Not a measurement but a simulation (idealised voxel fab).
A process module follows: voxel ribs on slabs.
For reference, the cross-section in this document is cut, with width 225 nm and square cells of 5 nm.
We lay out every cross-section as a grid of square cells and spell it out in bands from the top down, where one band means one or more rows of cells.
It is stipulated that each band's entry specify, in nanometres, the height of the top of the band and then that of its bottom, followed by the materials of the band in left-to-right sequence, each together with its width in nanometres. A single material marked by the word "all across" is understood to fill the band from edge to edge; the word "empty" is understood to denote empty space.
Ref level 0: as-received wafer is one material below here. Bottom band extends down with no lower bound ("0 down").
Width spec "30..40" -> top row of cells at first value, bottom row at second value, equal per-row change in between.
For the purposes of this document, the phrase "remained unchanged" attached to a step denotes that no cell within the cross-section was modified by that step.
In the "Cavities, closed" entry, you get each enclosed empty space of 8 cells or more, one with no open way to the top, written width x height at distance, distance from the left edge, in nm.
On a step's line, text after the settings is the simulator commenting on that step.
A step's line can hold "overlay nm"; with a mask on that step, the setting says how far right of the planned place the mask lay, while a negative setting says it lay to the left.

### Intended process steps
| 1 | RECEIVE,material Si |
| 2 | DIRECTIONAL_DEP,material SiO2,thk nm 30 |
| 3 | DIRECTIONAL_DEP,material SiN,thk nm 25 |
| 4 | PATTERN,tone cover,mask id RIB,material resist,width nm 20,thk nm 20,overlay nm 0 |
| 5 | DIRECTIONAL_ETCH,etch materials SiN,depth nm 10 |
| 6 | STRIP,etch materials resist |
| 7 | MASKED_ETCH,tone cover,mask id SLAB,width nm 80,etch materials SiN,depth nm 15,overlay nm 0 |
| 8 | FILL_DEP,material SiO2,thk nm 25 |
| 9 | CMP,height nm 70 |
| 10 | DIRECTIONAL_DEP,material TiN,thk nm 10 |
| 11 | PATTERN,tone cover,mask id HEATER,material resist,width nm 30,thk nm 15,overlay nm 0 |
| 12 | DIRECTIONAL_ETCH,etch materials TiN,depth nm 10 |
| 13 | STRIP,etch materials resist |
| 14 | CONFORMAL_DEP,material SiO2,thk nm 5 |
Keep in mind the plan's value for the thk nm of step 14 comes from the first wafer; the wafers don't share that setting, but they do share the same starting point.

### First of several wafers, received after step 1, in cross-section
> 0 down = Si all across
> Cavities, closed: none

### wafer rows; end of module; cells per material since receipt: (+) gained, (-) lost; then closed voids
thk nm 5 | +56 SiN | +623 SiO2 | +12 TiN | Cavities, closed: none
thk nm 10 | +56 SiN | +672 SiO2 | +12 TiN | Cavities, closed: none
thk nm 15 | +56 SiN | +721 SiO2 | +12 TiN | Cavities, closed: none
thk nm 20 | +56 SiN | +770 SiO2 | +12 TiN | Cavities, closed: none
